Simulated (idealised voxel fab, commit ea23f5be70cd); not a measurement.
Process module name: voxel wiring stack
cross-section cut | 300 nm wide | cells 5 nm
Cross-section format: a grid of square cells, given as bands from top to bottom; each band is one or more rows of cells. Quick guide to a band line: top height, bottom height (nm) up front; then every material left to right with its width in nm. Only one material and it's marked "edge to edge"? Then it fills the band edge to edge. And "blank" just means empty space. All heights in this document are referenced to 0, defined as the level beneath which the wafer, as received, consists entirely of one material. The lowest band is not bounded below; it extends indefinitely downward and is written in the form "0..down". A width such as "30->40" changes by the same amount from each row of cells to the next, from the band's top row to its bottom row. "identical to before" (step): cross-section cells unchanged, all of them. If an empty space has no open way to the top and is at least 8 cells in size, "Sealed void listing" lists it, written width x height at distance, where distance is measured from the left edge and every value is in nm. Text after the settings on a step's line: the simulator's own remark on that step. "overlay nm" on a masked step: distance the mask lay right of its planned place, negative for left.
The steps planned for the process are as follows
1,RECEIVE,material Si
2,CONFORMAL_DEP,material SiO2,thk nm 10
3,DIRECTIONAL_DEP,material TiN,thk nm 5
4,DIRECTIONAL_DEP,material Ru,thk nm 15
5,PATTERN,tone cover,mask id METAL_1,material resist,width nm 20,pitch nm 40,thk nm 15,overlay nm 0
6,DIRECTIONAL_ETCH,etch materials Ru,depth nm 15
7,DIRECTIONAL_ETCH,etch materials TiN,depth nm 5
8,STRIP,etch materials resist
9,CONFORMAL_DEP,material SiCN,thk nm 5
10,FILL_DEP,material SiO2,thk nm 5
11,CMP,height nm 30
12,CONFORMAL_DEP,material SiCN,thk nm 5
13,DIRECTIONAL_DEP,material SiO2,thk nm 15
14,DIRECTIONAL_DEP,material aC,thk nm 15
15,PATTERN,tone open,mask id PLUG_1,material resist,width nm 15,pitch nm 40,thk nm 30,overlay nm 0
16,DIRECTIONAL_ETCH,etch materials aC,depth nm 15
17,STRIP,etch materials resist
18,DIRECTIONAL_ETCH,etch materials SiO2,depth nm 15
19,DIRECTIONAL_ETCH,etch materials SiCN,depth nm 5
20,STRIP,etch materials aC
21,CONFORMAL_DEP,material TiN,thk nm 5
22,FILL_DEP,material Cu,thk nm 5
23,CMP,height nm 50
24,CONFORMAL_DEP,material SiN,thk nm 5
25,DIRECTIONAL_DEP,material lowk,thk nm 20
26,DIRECTIONAL_DEP,material aC,thk nm 15
27,PATTERN,tone open,mask id METAL_2,material resist,width nm 20,pitch nm 40,thk nm 30,overlay nm 0
28,DIRECTIONAL_ETCH,etch materials aC,depth nm 15
29,STRIP,etch materials resist
30,DIRECTIONAL_ETCH,etch materials lowk,depth nm 20
31,DIRECTIONAL_ETCH,etch materials SiN,depth nm 5
32,STRIP,etch materials aC
33,CONFORMAL_DEP,material TiN,thk nm 5
34,FILL_DEP,material Cu,thk nm 5
35,CMP,height nm 75
36,CONFORMAL_DEP,material SiCN,thk nm 5
37,DIRECTIONAL_DEP,material lowk,thk nm 30
38,PATTERN,tone open,mask id METAL_3_HOLES,material resist,width nm 15,thk nm 20,overlay nm 0
39,DIRECTIONAL_ETCH,etch materials lowk,depth nm 30
40,STRIP,etch materials resist
41,MASKED_ETCH,tone open,mask id METAL_3,width nm 20,pitch nm 40,etch materials lowk,depth nm 15,overlay nm 0
42,MASKED_ETCH,tone open,mask id METAL_3,width nm 20,pitch nm 40,etch materials SiCN,depth nm 5,overlay nm 0
43,CONFORMAL_DEP,material TiN,thk nm 5
44,FILL_DEP,material Ru,thk nm 5
45,CMP,height nm 110
46,CONFORMAL_DEP,material SiN,thk nm 5
Cross-section of the incoming wafer, state after step 1
  0..down: Si edge to edge
  Sealed void listing: none
Result of the module, cross-sectioned: start per above, plan per above, one error in how it was run
  115..110: SiN edge to edge
  110..100: lowk 120 | TiN 5 | Ru 10 | TiN 5 | lowk 20 | TiN 5 | Ru 10 | TiN 5 | lowk 120
  100..95: lowk 120 | TiN 5 | Ru 5 | TiN 10 | lowk 20 | TiN 20 | lowk 120
  95..80: lowk 120 | TiN 5 | Ru 5 | TiN 5 | lowk 165
  80..75: SiCN 120 | TiN 15 | SiCN 165
  75..55: lowk 120 | TiN 5 | Cu 10 | TiN 5 | lowk 20 | TiN 5 | Cu 10 | TiN 5 | lowk 120
  55..50: SiN 120 | TiN 20 | SiN 20 | TiN 20 | SiN 120
  50..35: SiO2 120 | TiN 5 | Cu 5 | TiN 5 | SiO2 25 | TiN 5 | Cu 5 | TiN 5 | SiO2 125
  35..30: SiCN 120 | TiN 15 | SiCN 25 | TiN 15 | SiCN 125
  30..25: SiO2 edge to edge
  25..20: SiO2 115 | SiCN 30 | SiO2 10 | SiCN 30 | SiO2 115
  20..15: SiO2 115 | SiCN 5 | Ru 20 | SiCN 5 | SiO2 10 | SiCN 5 | Ru 20 | SiCN 5 | SiO2 115
  15..10: SiCN 120 | TiN 20 | SiCN 20 | TiN 20 | SiCN 120
  10..0: SiO2 edge to edge
  0..down: Si edge to edge
  Sealed void listing: none
Plan not followed: it should be noted that step 4 was executed with settings other than those planned, the operation and settings actually applied being DIRECTIONAL_DEP,material Ru,thk nm 5
